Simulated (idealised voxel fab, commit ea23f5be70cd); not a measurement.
process module | voxel gate over fins
Cross-section cut: width 205 nm, square cells of 5 nm.
Think of the cross-section as a grid of square cells. We describe it in bands, top to bottom, and each band covers one or more rows of those cells. Heads up on the band format: heights come first, top then bottom, in nm. After that it's the materials left to right, each with its width in nm. A single material flagged "edge to edge" fills the whole band edge to edge, and "air" means there's empty space there. Height datum 0, below which the as-received substrate wafer is one material. Lowest band open at the bottom, running downward: "0 down". The expression "30..40" gives the width at the extremes of the band, the first number at its top row of cells and the second at its bottom row, with the width changing by equal amounts from each row to the next in between. You'll sometimes find "remains unaltered" written for a step, and that's the way of saying that nowhere in the cross-section did a cell change during that step. The list in "Enclosed cavity list" covers empty spaces of 8 cells or more that cannot reach the top through any open way, and it gives each as width x height at distance; the distance is from the left edge, and width, height and distance are in nm. Anything after a step's settings on that line? It's the simulator's own note about the step. overlay nm: right-of-plan distance of the mask on a masked step; negative values mean left-of-plan. Read each pair as before and after one process step. The after cross-section shows only down to the lowest band that changed. The step between them and its settings are given below the pair. Pairs can come from different runs of this module on the same starting wafer. A pair continues from the pair above only where its "Before processing" entry says so.
[Before processing]
* 0 down  Si edge to edge
* Enclosed cavity list: none
[Post-Step Snapshot]
* 10 to 0  SiN edge to edge
* Under 0: no change, same as before.
* Enclosed cavity list: none
For reference, the processing step occurring between the two cross-sections presented above is as follows: CONFORMAL_DEP: material SiN, thk nm 10
Before processing: the wafer arrives at this step looking as the after cross-section in the pair just above shows it.
[Post-Step Snapshot]
* 25 to 10  air 40, resist 15, air 20, resist 15, air 20, resist 15, air 20, resist 15, air 45
* Under 10: no change, same as before.
* Enclosed cavity list: none
For reference, the processing step occurring between the two cross-sections presented above is as follows: PATTERN: tone cover, mask id FINS, material resist, width nm 15, pitch nm 35, thk nm 15, overlay nm 0
Before processing: the wafer arrives at this step looking as the after cross-section in the pair just above shows it.
[Post-Step Snapshot]
* 25 to 10  air 40, resist 15, air 20, resist 15, air 20, resist 15, air 20, resist 15, air 45
* 10 to 0  air 40, SiN 15, air 20, SiN 15, air 20, SiN 15, air 20, SiN 15, air 45
* Under 0: no change, same as before.
* Enclosed cavity list: none
For reference, the processing step occurring between the two cross-sections presented above is as follows: DIRECTIONAL_ETCH: etch materials SiN, depth nm 10
Before processing: the wafer arrives at this step looking as the after cross-section in the pair just above shows it.
[Post-Step Snapshot]
* 25 to 10  air 40, resist 15, air 20, resist 15, air 20, resist 15, air 20, resist 15, air 45
* 10 to 0  air 40, SiN 15, air 20, SiN 15, air 20, SiN 15, air 20, SiN 15, air 45
* 0 to -35  air 40, Si 15, air 20, Si 15, air 20, Si 15, air 20, Si 15, air 45
* Under -35: no change, same as before.
* Enclosed cavity list: none
For reference, the processing step occurring between the two cross-sections presented above is as follows: DIRECTIONAL_ETCH: etch materials Si, depth nm 35
Before processing: the wafer arrives at this step looking as the after cross-section in the pair just above shows it.
[Post-Step Snapshot]
* 10 to 0  air 40, SiN 15, air 20, SiN 15, air 20, SiN 15, air 20, SiN 15, air 45
* Under 0: no change, same as before.
* Enclosed cavity list: none
For reference, the processing step occurring between the two cross-sections presented above is as follows: STRIP: etch materials resist
Before processing: the wafer arrives at this step looking as the after cross-section in the pair just above shows it.
[Post-Step Snapshot]
* 20 to 10  SiO2 edge to edge
* 10 to 0  SiO2 40, SiN 15, SiO2 20, SiN 15, SiO2 20, SiN 15, SiO2 20, SiN 15, SiO2 45
* 0 to -35  SiO2 40, Si 15, SiO2 20, Si 15, SiO2 20, Si 15, SiO2 20, Si 15, SiO2 45
* Under -35: no change, same as before.
* Enclosed cavity list: none
For reference, the processing step occurring between the two cross-sections presented above is as follows: FILL_DEP: material SiO2, thk nm 10
Before processing: the wafer arrives at this step looking as the after cross-section in the pair just above shows it.
[Post-Step Snapshot]
* 10 to 0  SiO2 40, SiN 15, SiO2 20, SiN 15, SiO2 20, SiN 15, SiO2 20, SiN 15, SiO2 45
* Under 0: no change, same as before.
* Enclosed cavity list: none
For reference, the processing step occurring between the two cross-sections presented above is as follows: CMP: height nm 10
Before processing: the wafer arrives at this step looking as the after cross-section in the pair just above shows it.
[Post-Step Snapshot]
* 10 to 0  air 40, SiN 15, air 20, SiN 15, air 20, SiN 15, air 20, SiN 15, air 45
* 0 to -10  air 40, Si 15, air 20, Si 15, air 20, Si 15, air 20, Si 15, air 45
* Under -10: no change, same as before.
* Enclosed cavity list: none
For reference, the processing step occurring between the two cross-sections presented above is as follows: SELECTIVE_ETCH: etch materials SiO2, depth nm 20
Before processing: the wafer arrives at this step looking as the after cross-section in the pair just above shows it.
[Post-Step Snapshot]
* 0 to -10  air 40, Si 15, air 20, Si 15, air 20, Si 15, air 20, Si 15, air 45
* Under -10: no change, same as before.
* Enclosed cavity list: none
For reference, the processing step occurring between the two cross-sections presented above is as follows: STRIP: etch materials SiN
Before processing: the wafer arrives at this step looking as the after cross-section in the pair just above shows it.
[Post-Step Snapshot]
* 5 to 0  air 35, HfO2 25, air 10, HfO2 25, air 10, HfO2 25, air 10, HfO2 25, air 40
* 0 to -5  air 35, HfO2 5, Si 15, HfO2 5, air 10, HfO2 5, Si 15, HfO2 5, air 10, HfO2 5, Si 15, HfO2 5, air 10, HfO2 5, Si 15, HfO2 5, air 40
* -5 to -10  HfO2 40, Si 15, HfO2 20, Si 15, HfO2 20, Si 15, HfO2 20, Si 15, HfO2 45
* Under -10: no change, same as before.
* Enclosed cavity list: none
For reference, the processing step occurring between the two cross-sections presented above is as follows: CONFORMAL_DEP: material HfO2, thk nm 5
Before processing: the wafer arrives at this step looking as the after cross-section in the pair just above shows it.
[Post-Step Snapshot]
* 10 to 5  air 30, TiN 140, air 35
* 5 to 0  air 30, TiN 5, HfO2 25, TiN 10, HfO2 25, TiN 10, HfO2 25, TiN 10, HfO2 25, TiN 5, air 35
* 0 to -5  TiN 35, HfO2 5, Si 15, HfO2 5, TiN 10, HfO2 5, Si 15, HfO2 5, TiN 10, HfO2 5, Si 15, HfO2 5, TiN 10, HfO2 5, Si 15, HfO2 5, TiN 40
* Under -5: no change, same as before.
* Enclosed cavity list: none
For reference, the processing step occurring between the two cross-sections presented above is as follows: CONFORMAL_DEP: material TiN, thk nm 5
Before processing: the wafer arrives at this step looking as the after cross-section in the pair just above shows it.
[Post-Step Snapshot]
* 25 to 10  W edge to edge
* 10 to 5  W 30, TiN 140, W 35
* 5 to 0  W 30, TiN 5, HfO2 25, TiN 10, HfO2 25, TiN 10, HfO2 25, TiN 10, HfO2 25, TiN 5, W 35
* Under 0: no change, same as before.
* Enclosed cavity list: none
For reference, the processing step occurring between the two cross-sections presented above is as follows: FILL_DEP: material W, thk nm 15
Before processing: the wafer arrives at this step looking as the after cross-section in the pair just above shows it.
[Post-Step Snapshot]
* 20 to 10  W edge to edge
* Under 10: no change, same as before.
* Enclosed cavity list: none
For reference, the processing step occurring between the two cross-sections presented above is as follows: CMP: height nm 20
Before processing: the wafer arrives at this step looking as the after cross-section in the pair just above shows it.
[Post-Step Snapshot]
* 30 to 20  SiCN edge to edge
* Under 20: no change, same as before.
* Enclosed cavity list: none
For reference, the processing step occurring between the two cross-sections presented above is as follows: CONFORMAL_DEP: material SiCN, thk nm 10
[Before processing]
* 0 to -10  air 40, Si 15, air 20, Si 15, air 20, Si 15, air 20, Si 15, air 45
* -10 to -35  SiO2 40, Si 15, SiO2 20, Si 15, SiO2 20, Si 15, SiO2 20, Si 15, SiO2 45
* -35 down  Si edge to edge
* Enclosed cavity list: none
[Post-Step Snapshot]
* 5 to 0  air 35, TiN 25, air 10, TiN 25, air 10, TiN 25, air 10, TiN 25, air 40
* 0 to -5  air 35, TiN 5, Si 15, TiN 5, air 10, TiN 5, Si 15, TiN 5, air 10, TiN 5, Si 15, TiN 5, air 10, TiN 5, Si 15, TiN 5, air 40
* -5 to -10  TiN 40, Si 15, TiN 20, Si 15, TiN 20, Si 15, TiN 20, Si 15, TiN 45
* Under -10: no change, same as before.
* Enclosed cavity list: none
For reference, the processing step occurring between the two cross-sections presented above is as follows: CONFORMAL_DEP: material TiN, thk nm 5
Before processing: the wafer arrives at this step looking as the after cross-section in the pair just above shows it.
[Post-Step Snapshot]
* 20 to 5  W edge to edge
* 5 to 0  W 35, TiN 25, W 10, TiN 25, W 10, TiN 25, W 10, TiN 25, W 40
* 0 to -5  W 35, TiN 5, Si 15, TiN 5, W 10, TiN 5, Si 15, TiN 5, W 10, TiN 5, Si 15, TiN 5, W 10, TiN 5, Si 15, TiN 5, W 40
* Under -5: no change, same as before.
* Enclosed cavity list: none
For reference, the processing step occurring between the two cross-sections presented above is as follows: FILL_DEP: material W, thk nm 15
Before processing: the wafer arrives at this step looking as the after cross-section in the pair just above shows it.
[Post-Step Snapshot]
* 30 to 20  SiCN edge to edge
* Under 20: no change, same as before.
* Enclosed cavity list: none
For reference, the processing step occurring between the two cross-sections presented above is as follows: CONFORMAL_DEP: material SiCN, thk nm 10
[Before processing]
* 25 to 10  air 40, resist 15, air 20, resist 15, air 20, resist 15, air 20, resist 15, air 45
* 10 to 0  air 40, SiN 15, air 20, SiN 15, air 20, SiN 15, air 20, SiN 15, air 45
* 0 to -35  air 40, Si 15, air 20, Si 15, air 20, Si 15, air 20, Si 15, air 45
* -35 down  Si edge to edge
* Enclosed cavity list: none
[Post-Step Snapshot]
* 25 to 10  air 40, resist 15, air 20, resist 15, air 20, resist 15, air 20, resist 15, air 45
* 10 to 0  air 40, SiN 15, air 20, SiN 15, air 20, SiN 15, air 20, SiN 15, air 45
* 0 to -70  air 40, Si 15, air 20, Si 15, air 20, Si 15, air 20, Si 15, air 45
* Under -70: no change, same as before.
* Enclosed cavity list: none
For reference, the processing step occurring between the two cross-sections presented above is as follows: DIRECTIONAL_ETCH: etch materials Si, depth nm 35
Before processing: the wafer arrives at this step looking as the after cross-section in the pair just above shows it.
[Post-Step Snapshot]
* 10 to 0  air 40, SiN 15, air 20, SiN 15, air 20, SiN 15, air 20, SiN 15, air 45
* Under 0: no change, same as before.
* Enclosed cavity list: none
For reference, the processing step occurring between the two cross-sections presented above is as follows: STRIP: etch materials resist
Before processing: the wafer arrives at this step looking as the after cross-section in the pair just above shows it.
[Post-Step Snapshot]
* 20 to 10  SiO2 edge to edge
* 10 to 0  SiO2 40, SiN 15, SiO2 20, SiN 15, SiO2 20, SiN 15, SiO2 20, SiN 15, SiO2 45
* 0 to -70  SiO2 40, Si 15, SiO2 20, Si 15, SiO2 20, Si 15, SiO2 20, Si 15, SiO2 45
* Under -70: no change, same as before.
* Enclosed cavity list: none
For reference, the processing step occurring between the two cross-sections presented above is as follows: FILL_DEP: material SiO2, thk nm 10
Before processing: the wafer arrives at this step looking as the after cross-section in the pair just above shows it.
[Post-Step Snapshot]
* 10 to 0  SiO2 40, SiN 15, SiO2 20, SiN 15, SiO2 20, SiN 15, SiO2 20, SiN 15, SiO2 45
* Under 0: no change, same as before.
* Enclosed cavity list: none
For reference, the processing step occurring between the two cross-sections presented above is as follows: CMP: height nm 10
Before processing: the wafer arrives at this step looking as the after cross-section in the pair just above shows it.
[Post-Step Snapshot]
* 10 to 0  air 40, SiN 15, air 20, SiN 15, air 20, SiN 15, air 20, SiN 15, air 45
* 0 to -10  air 40, Si 15, air 20, Si 15, air 20, Si 15, air 20, Si 15, air 45
* Under -10: no change, same as before.
* Enclosed cavity list: none
For reference, the processing step occurring between the two cross-sections presented above is as follows: SELECTIVE_ETCH: etch materials SiO2, depth nm 20
Before processing: the wafer arrives at this step looking as the after cross-section in the pair just above shows it.
[Post-Step Snapshot]
* 0 to -10  air 40, Si 15, air 20, Si 15, air 20, Si 15, air 20, Si 15, air 45
* Under -10: no change, same as before.
* Enclosed cavity list: none
For reference, the processing step occurring between the two cross-sections presented above is as follows: STRIP: etch materials SiN
Before processing: the wafer arrives at this step looking as the after cross-section in the pair just above shows it.
[Post-Step Snapshot]
* 5 to 0  air 35, HfO2 25, air 10, HfO2 25, air 10, HfO2 25, air 10, HfO2 25, air 40
* 0 to -5  air 35, HfO2 5, Si 15, HfO2 5, air 10, HfO2 5, Si 15, HfO2 5, air 10, HfO2 5, Si 15, HfO2 5, air 10, HfO2 5, Si 15, HfO2 5, air 40
* -5 to -10  HfO2 40, Si 15, HfO2 20, Si 15, HfO2 20, Si 15, HfO2 20, Si 15, HfO2 45
* Under -10: no change, same as before.
* Enclosed cavity list: none
For reference, the processing step occurring between the two cross-sections presented above is as follows: CONFORMAL_DEP: material HfO2, thk nm 5
Before processing: the wafer arrives at this step looking as the after cross-section in the pair just above shows it.
[Post-Step Snapshot]
* 10 to 5  air 30, TiN 140, air 35
* 5 to 0  air 30, TiN 5, HfO2 25, TiN 10, HfO2 25, TiN 10, HfO2 25, TiN 10, HfO2 25, TiN 5, air 35
* 0 to -5  TiN 35, HfO2 5, Si 15, HfO2 5, TiN 10, HfO2 5, Si 15, HfO2 5, TiN 10, HfO2 5, Si 15, HfO2 5, TiN 10, HfO2 5, Si 15, HfO2 5, TiN 40
* Under -5: no change, same as before.
* Enclosed cavity list: none
For reference, the processing step occurring between the two cross-sections presented above is as follows: CONFORMAL_DEP: material TiN, thk nm 5
Before processing: the wafer arrives at this step looking as the after cross-section in the pair just above shows it.
[Post-Step Snapshot]
* 25 to 10  W edge to edge
* 10 to 5  W 30, TiN 140, W 35
* 5 to 0  W 30, TiN 5, HfO2 25, TiN 10, HfO2 25, TiN 10, HfO2 25, TiN 10, HfO2 25, TiN 5, W 35
* Under 0: no change, same as before.
* Enclosed cavity list: none
For reference, the processing step occurring between the two cross-sections presented above is as follows: FILL_DEP: material W, thk nm 15
Before processing: the wafer arrives at this step looking as the after cross-section in the pair just above shows it.
[Post-Step Snapshot]
* 20 to 10  W edge to edge
* Under 10: no change, same as before.
* Enclosed cavity list: none
For reference, the processing step occurring between the two cross-sections presented above is as follows: CMP: height nm 20
Before processing: the wafer arrives at this step looking as the after cross-section in the pair just above shows it.
[Post-Step Snapshot]
* 30 to 20  SiCN edge to edge
* Under 20: no change, same as before.
* Enclosed cavity list: none
For reference, the processing step occurring between the two cross-sections presented above is as follows: CONFORMAL_DEP: material SiCN, thk nm 10
[Before processing]
* 10 to 0  SiO2 40, SiN 15, SiO2 20, SiN 15, SiO2 20, SiN 15, SiO2 20, SiN 15, SiO2 45
* 0 to -35  SiO2 40, Si 15, SiO2 20, Si 15, SiO2 20, Si 15, SiO2 20, Si 15, SiO2 45
* -35 down  Si edge to edge
* Enclosed cavity list: none
[Post-Step Snapshot]
* 10 to 0  SiO2 40, air 15, SiO2 20, air 15, SiO2 20, air 15, SiO2 20, air 15, SiO2 45
* Under 0: no change, same as before.
* Enclosed cavity list: none
For reference, the processing step occurring between the two cross-sections presented above is as follows: STRIP: etch materials SiN
Before processing: the wafer arrives at this step looking as the after cross-section in the pair just above shows it.
[Post-Step Snapshot]
* 0 to -10  air 40, Si 15, air 20, Si 15, air 20, Si 15, air 20, Si 15, air 45
* -10 to -20  SiO2 20, air 20, Si 15, air 20, Si 15, air 20, Si 15, air 20, Si 15, air 20, SiO2 25
* Under -20: no change, same as before.
* Enclosed cavity list: none
For reference, the processing step occurring between the two cross-sections presented above is as follows: SELECTIVE_ETCH: etch materials SiO2, depth nm 20
Before processing: the wafer arrives at this step looking as the after cross-section in the pair just above shows it.
[Post-Step Snapshot]
* 5 to 0  air 35, HfO2 25, air 10, HfO2 25, air 10, HfO2 25, air 10, HfO2 25, air 40
* 0 to -5  air 35, HfO2 5, Si 15, HfO2 5, air 10, HfO2 5, Si 15, HfO2 5, air 10, HfO2 5, Si 15, HfO2 5, air 10, HfO2 5, Si 15, HfO2 5, air 40
* -5 to -10  HfO2 25, air 10, HfO2 5, Si 15, HfO2 5, air 10, HfO2 5, Si 15, HfO2 5, air 10, HfO2 5, Si 15, HfO2 5, air 10, HfO2 5, Si 15, HfO2 5, air 10, HfO2 30
* -10 to -15  SiO2 20, HfO2 5, air 10, HfO2 5, Si 15, HfO2 5, air 10, HfO2 5, Si 15, HfO2 5, air 10, HfO2 5, Si 15, HfO2 5, air 10, HfO2 5, Si 15, HfO2 5, air 10, HfO2 5, SiO2 25
* -15 to -20  SiO2 20, HfO2 20, Si 15, HfO2 20, Si 15, HfO2 20, Si 15, HfO2 20, Si 15, HfO2 20, SiO2 25
* Under -20: no change, same as before.
* Enclosed cavity list: none
For reference, the processing step occurring between the two cross-sections presented above is as follows: CONFORMAL_DEP: material HfO2, thk nm 5
Before processing: the wafer arrives at this step looking as the after cross-section in the pair just above shows it.
[Post-Step Snapshot]
* 10 to 5  air 30, TiN 140, air 35
* 5 to 0  air 30, TiN 5, HfO2 25, TiN 10, HfO2 25, TiN 10, HfO2 25, TiN 10, HfO2 25, TiN 5, air 35
* 0 to -5  TiN 35, HfO2 5, Si 15, HfO2 5, TiN 10, HfO2 5, Si 15, HfO2 5, TiN 10, HfO2 5, Si 15, HfO2 5, TiN 10, HfO2 5, Si 15, HfO2 5, TiN 40
* -5 to -10  HfO2 25, TiN 10, HfO2 5, Si 15, HfO2 5, TiN 10, HfO2 5, Si 15, HfO2 5, TiN 10, HfO2 5, Si 15, HfO2 5, TiN 10, HfO2 5, Si 15, HfO2 5, TiN 10, HfO2 30
* -10 to -15  SiO2 20, HfO2 5, TiN 10, HfO2 5, Si 15, HfO2 5, TiN 10, HfO2 5, Si 15, HfO2 5, TiN 10, HfO2 5, Si 15, HfO2 5, TiN 10, HfO2 5, Si 15, HfO2 5, TiN 10, HfO2 5, SiO2 25
* Under -15: no change, same as before.
* Enclosed cavity list: none
For reference, the processing step occurring between the two cross-sections presented above is as follows: CONFORMAL_DEP: material TiN, thk nm 5
Before processing: the wafer arrives at this step looking as the after cross-section in the pair just above shows it.
[Post-Step Snapshot]
* 25 to 10  W edge to edge
* 10 to 5  W 30, TiN 140, W 35
* 5 to 0  W 30, TiN 5, HfO2 25, TiN 10, HfO2 25, TiN 10, HfO2 25, TiN 10, HfO2 25, TiN 5, W 35
* Under 0: no change, same as before.
* Enclosed cavity list: none
For reference, the processing step occurring between the two cross-sections presented above is as follows: FILL_DEP: material W, thk nm 15
Before processing: the wafer arrives at this step looking as the after cross-section in the pair just above shows it.
[Post-Step Snapshot]
* 20 to 10  W edge to edge
* Under 10: no change, same as before.
* Enclosed cavity list: none
For reference, the processing step occurring between the two cross-sections presented above is as follows: CMP: height nm 20
Before processing: the wafer arrives at this step looking as the after cross-section in the pair just above shows it.
[Post-Step Snapshot]
* 30 to 20  SiCN edge to edge
* Under 20: no change, same as before.
* Enclosed cavity list: none
For reference, the processing step occurring between the two cross-sections presented above is as follows: CONFORMAL_DEP: material SiCN, thk nm 10
[Before processing]
* 25 to 10  air 40, resist 15, air 20, resist 15, air 20, resist 15, air 20, resist 15, air 45
* 10 to 0  air 40, SiN 15, air 20, SiN 15, air 20, SiN 15, air 20, SiN 15, air 45
* 0 down  Si edge to edge
* Enclosed cavity list: none
[Post-Step Snapshot]
* 25 to 10  air 40, resist 15, air 20, resist 15, air 20, resist 15, air 20, resist 15, air 45
* 10 to 0  air 40, SiN 15, air 20, SiN 15, air 20, SiN 15, air 20, SiN 15, air 45
* 0 to -40  air 40, Si 15, air 20, Si 15, air 20, Si 15, air 20, Si 15, air 45
* Under -40: no change, same as before.
* Enclosed cavity list: none
For reference, the processing step occurring between the two cross-sections presented above is as follows: DIRECTIONAL_ETCH: etch materials Si, depth nm 40
Before processing: the wafer arrives at this step looking as the after cross-section in the pair just above shows it.
[Post-Step Snapshot]
* 10 to 0  air 40, SiN 15, air 20, SiN 15, air 20, SiN 15, air 20, SiN 15, air 45
* Under 0: no change, same as before.
* Enclosed cavity list: none
For reference, the processing step occurring between the two cross-sections presented above is as follows: STRIP: etch materials resist
Before processing: the wafer arrives at this step looking as the after cross-section in the pair just above shows it.
[Post-Step Snapshot]
* 20 to 10  SiO2 edge to edge
* 10 to 0  SiO2 40, SiN 15, SiO2 20, SiN 15, SiO2 20, SiN 15, SiO2 20, SiN 15, SiO2 45
* 0 to -40  SiO2 40, Si 15, SiO2 20, Si 15, SiO2 20, Si 15, SiO2 20, Si 15, SiO2 45
* Under -40: no change, same as before.
* Enclosed cavity list: none
For reference, the processing step occurring between the two cross-sections presented above is as follows: FILL_DEP: material SiO2, thk nm 10
Before processing: the wafer arrives at this step looking as the after cross-section in the pair just above shows it.
[Post-Step Snapshot]
* 10 to 0  SiO2 40, SiN 15, SiO2 20, SiN 15, SiO2 20, SiN 15, SiO2 20, SiN 15, SiO2 45
* Under 0: no change, same as before.
* Enclosed cavity list: none
For reference, the processing step occurring between the two cross-sections presented above is as follows: CMP: height nm 10
Before processing: the wafer arrives at this step looking as the after cross-section in the pair just above shows it.
[Post-Step Snapshot]
* 10 to 0  air 40, SiN 15, air 20, SiN 15, air 20, SiN 15, air 20, SiN 15, air 45
* 0 to -10  air 40, Si 15, air 20, Si 15, air 20, Si 15, air 20, Si 15, air 45
* Under -10: no change, same as before.
* Enclosed cavity list: none
For reference, the processing step occurring between the two cross-sections presented above is as follows: SELECTIVE_ETCH: etch materials SiO2, depth nm 20
Before processing: the wafer arrives at this step looking as the after cross-section in the pair just above shows it.
[Post-Step Snapshot]
* 0 to -10  air 40, Si 15, air 20, Si 15, air 20, Si 15, air 20, Si 15, air 45
* Under -10: no change, same as before.
* Enclosed cavity list: none
For reference, the processing step occurring between the two cross-sections presented above is as follows: STRIP: etch materials SiN
Before processing: the wafer arrives at this step looking as the after cross-section in the pair just above shows it.
[Post-Step Snapshot]
* 5 to 0  air 35, HfO2 25, air 10, HfO2 25, air 10, HfO2 25, air 10, HfO2 25, air 40
* 0 to -5  air 35, HfO2 5, Si 15, HfO2 5, air 10, HfO2 5, Si 15, HfO2 5, air 10, HfO2 5, Si 15, HfO2 5, air 10, HfO2 5, Si 15, HfO2 5, air 40
* -5 to -10  HfO2 40, Si 15, HfO2 20, Si 15, HfO2 20, Si 15, HfO2 20, Si 15, HfO2 45
* Under -10: no change, same as before.
* Enclosed cavity list: none
For reference, the processing step occurring between the two cross-sections presented above is as follows: CONFORMAL_DEP: material HfO2, thk nm 5
Before processing: the wafer arrives at this step looking as the after cross-section in the pair just above shows it.
[Post-Step Snapshot]
* 10 to 5  air 30, TiN 140, air 35
* 5 to 0  air 30, TiN 5, HfO2 25, TiN 10, HfO2 25, TiN 10, HfO2 25, TiN 10, HfO2 25, TiN 5, air 35
* 0 to -5  TiN 35, HfO2 5, Si 15, HfO2 5, TiN 10, HfO2 5, Si 15, HfO2 5, TiN 10, HfO2 5, Si 15, HfO2 5, TiN 10, HfO2 5, Si 15, HfO2 5, TiN 40
* Under -5: no change, same as before.
* Enclosed cavity list: none
For reference, the processing step occurring between the two cross-sections presented above is as follows: CONFORMAL_DEP: material TiN, thk nm 5
Before processing: the wafer arrives at this step looking as the after cross-section in the pair just above shows it.
[Post-Step Snapshot]
* 25 to 10  W edge to edge
* 10 to 5  W 30, TiN 140, W 35
* 5 to 0  W 30, TiN 5, HfO2 25, TiN 10, HfO2 25, TiN 10, HfO2 25, TiN 10, HfO2 25, TiN 5, W 35
* Under 0: no change, same as before.
* Enclosed cavity list: none
For reference, the processing step occurring between the two cross-sections presented above is as follows: FILL_DEP: material W, thk nm 15
Before processing: the wafer arrives at this step looking as the after cross-section in the pair just above shows it.
[Post-Step Snapshot]
* 20 to 10  W edge to edge
* Under 10: no change, same as before.
* Enclosed cavity list: none
For reference, the processing step occurring between the two cross-sections presented above is as follows: CMP: height nm 20
Before processing: the wafer arrives at this step looking as the after cross-section in the pair just above shows it.
[Post-Step Snapshot]
* 30 to 20  SiCN edge to edge
* Under 20: no change, same as before.
* Enclosed cavity list: none
For reference, the processing step occurring between the two cross-sections presented above is as follows: CONFORMAL_DEP: material SiCN, thk nm 10
[Before processing]
* 10 to 0  SiN edge to edge
* 0 down  Si edge to edge
* Enclosed cavity list: none
[Post-Step Snapshot]
* 25 to 10  air 40, resist 20, air 15, resist 20, air 15, resist 20, air 15, resist 20, air 40
* Under 10: no change, same as before.
* Enclosed cavity list: none
For reference, the processing step occurring between the two cross-sections presented above is as follows: PATTERN: tone cover, mask id FINS, material resist, width nm 20, pitch nm 35, thk nm 15, overlay nm 0
Before processing: the wafer arrives at this step looking as the after cross-section in the pair just above shows it.
[Post-Step Snapshot]
* 25 to 10  air 40, resist 20, air 15, resist 20, air 15, resist 20, air 15, resist 20, air 40
* 10 to 0  air 40, SiN 20, air 15, SiN 20, air 15, SiN 20, air 15, SiN 20, air 40
* Under 0: no change, same as before.
* Enclosed cavity list: none
For reference, the processing step occurring between the two cross-sections presented above is as follows: DIRECTIONAL_ETCH: etch materials SiN, depth nm 10
Before processing: the wafer arrives at this step looking as the after cross-section in the pair just above shows it.
[Post-Step Snapshot]
* 25 to 10  air 40, resist 20, air 15, resist 20, air 15, resist 20, air 15, resist 20, air 40
* 10 to 0  air 40, SiN 20, air 15, SiN 20, air 15, SiN 20, air 15, SiN 20, air 40
* 0 to -35  air 40, Si 20, air 15, Si 20, air 15, Si 20, air 15, Si 20, air 40
* Under -35: no change, same as before.
* Enclosed cavity list: none
For reference, the processing step occurring between the two cross-sections presented above is as follows: DIRECTIONAL_ETCH: etch materials Si, depth nm 35
Before processing: the wafer arrives at this step looking as the after cross-section in the pair just above shows it.
[Post-Step Snapshot]
* 10 to 0  air 40, SiN 20, air 15, SiN 20, air 15, SiN 20, air 15, SiN 20, air 40
* Under 0: no change, same as before.
* Enclosed cavity list: none
For reference, the processing step occurring between the two cross-sections presented above is as follows: STRIP: etch materials resist
Before processing: the wafer arrives at this step looking as the after cross-section in the pair just above shows it.
[Post-Step Snapshot]
* 20 to 10  SiO2 edge to edge
* 10 to 0  SiO2 40, SiN 20, SiO2 15, SiN 20, SiO2 15, SiN 20, SiO2 15, SiN 20, SiO2 40
* 0 to -35  SiO2 40, Si 20, SiO2 15, Si 20, SiO2 15, Si 20, SiO2 15, Si 20, SiO2 40
* Under -35: no change, same as before.
* Enclosed cavity list: none
For reference, the processing step occurring between the two cross-sections presented above is as follows: FILL_DEP: material SiO2, thk nm 10
Before processing: the wafer arrives at this step looking as the after cross-section in the pair just above shows it.
[Post-Step Snapshot]
* 10 to 0  SiO2 40, SiN 20, SiO2 15, SiN 20, SiO2 15, SiN 20, SiO2 15, SiN 20, SiO2 40
* Under 0: no change, same as before.
* Enclosed cavity list: none
For reference, the processing step occurring between the two cross-sections presented above is as follows: CMP: height nm 10
Before processing: the wafer arrives at this step looking as the after cross-section in the pair just above shows it.
[Post-Step Snapshot]
* 10 to 0  air 40, SiN 20, air 15, SiN 20, air 15, SiN 20, air 15, SiN 20, air 40
* 0 to -10  air 40, Si 20, air 15, Si 20, air 15, Si 20, air 15, Si 20, air 40
* Under -10: no change, same as before.
* Enclosed cavity list: none
For reference, the processing step occurring between the two cross-sections presented above is as follows: SELECTIVE_ETCH: etch materials SiO2, depth nm 20
Before processing: the wafer arrives at this step looking as the after cross-section in the pair just above shows it.
[Post-Step Snapshot]
* 0 to -10  air 40, Si 20, air 15, Si 20, air 15, Si 20, air 15, Si 20, air 40
* Under -10: no change, same as before.
* Enclosed cavity list: none
For reference, the processing step occurring between the two cross-sections presented above is as follows: STRIP: etch materials SiN
Before processing: the wafer arrives at this step looking as the after cross-section in the pair just above shows it.
[Post-Step Snapshot]
* 5 to 0  air 35, HfO2 30, air 5, HfO2 30, air 5, HfO2 30, air 5, HfO2 30, air 35
* 0 to -5  air 35, HfO2 5, Si 20, HfO2 5, air 5, HfO2 5, Si 20, HfO2 5, air 5, HfO2 5, Si 20, HfO2 5, air 5, HfO2 5, Si 20, HfO2 5, air 35
* -5 to -10  HfO2 40, Si 20, HfO2 15, Si 20, HfO2 15, Si 20, HfO2 15, Si 20, HfO2 40
* Under -10: no change, same as before.
* Enclosed cavity list: none
For reference, the processing step occurring between the two cross-sections presented above is as follows: CONFORMAL_DEP: material HfO2, thk nm 5
Before processing: the wafer arrives at this step looking as the after cross-section in the pair just above shows it.
[Post-Step Snapshot]
* 10 to 5  air 30, TiN 145, air 30
* 5 to 0  air 30, TiN 5, HfO2 30, TiN 5, HfO2 30, TiN 5, HfO2 30, TiN 5, HfO2 30, TiN 5, air 30
* 0 to -5  TiN 35, HfO2 5, Si 20, HfO2 5, TiN 5, HfO2 5, Si 20, HfO2 5, TiN 5, HfO2 5, Si 20, HfO2 5, TiN 5, HfO2 5, Si 20, HfO2 5, TiN 35
* Under -5: no change, same as before.
* Enclosed cavity list: none
For reference, the processing step occurring between the two cross-sections presented above is as follows: CONFORMAL_DEP: material TiN, thk nm 5
Before processing: the wafer arrives at this step looking as the after cross-section in the pair just above shows it.
[Post-Step Snapshot]
* 25 to 10  W edge to edge
* 10 to 5  W 30, TiN 145, W 30
* 5 to 0  W 30, TiN 5, HfO2 30, TiN 5, HfO2 30, TiN 5, HfO2 30, TiN 5, HfO2 30, TiN 5, W 30
* Under 0: no change, same as before.
* Enclosed cavity list: none
For reference, the processing step occurring between the two cross-sections presented above is as follows: FILL_DEP: material W, thk nm 15
Before processing: the wafer arrives at this step looking as the after cross-section in the pair just above shows it.
[Post-Step Snapshot]
* 20 to 10  W edge to edge
* Under 10: no change, same as before.
* Enclosed cavity list: none
For reference, the processing step occurring between the two cross-sections presented above is as follows: CMP: height nm 20
Before processing: the wafer arrives at this step looking as the after cross-section in the pair just above shows it.
[Post-Step Snapshot]
* 30 to 20  SiCN edge to edge
* Under 20: no change, same as before.
* Enclosed cavity list: none
For reference, the processing step occurring between the two cross-sections presented above is as follows: CONFORMAL_DEP: material SiCN, thk nm 10
[Before processing]
* 10 to 0  SiN edge to edge
* 0 down  Si edge to edge
* Enclosed cavity list: none
[Post-Step Snapshot]
* 25 to 10  air 45, resist 15, air 20, resist 15, air 20, resist 15, air 20, resist 15, air 40
* Under 10: no change, same as before.
* Enclosed cavity list: none
For reference, the processing step occurring between the two cross-sections presented above is as follows: PATTERN: tone cover, mask id FINS, material resist, width nm 15, pitch nm 35, thk nm 15, overlay nm 5
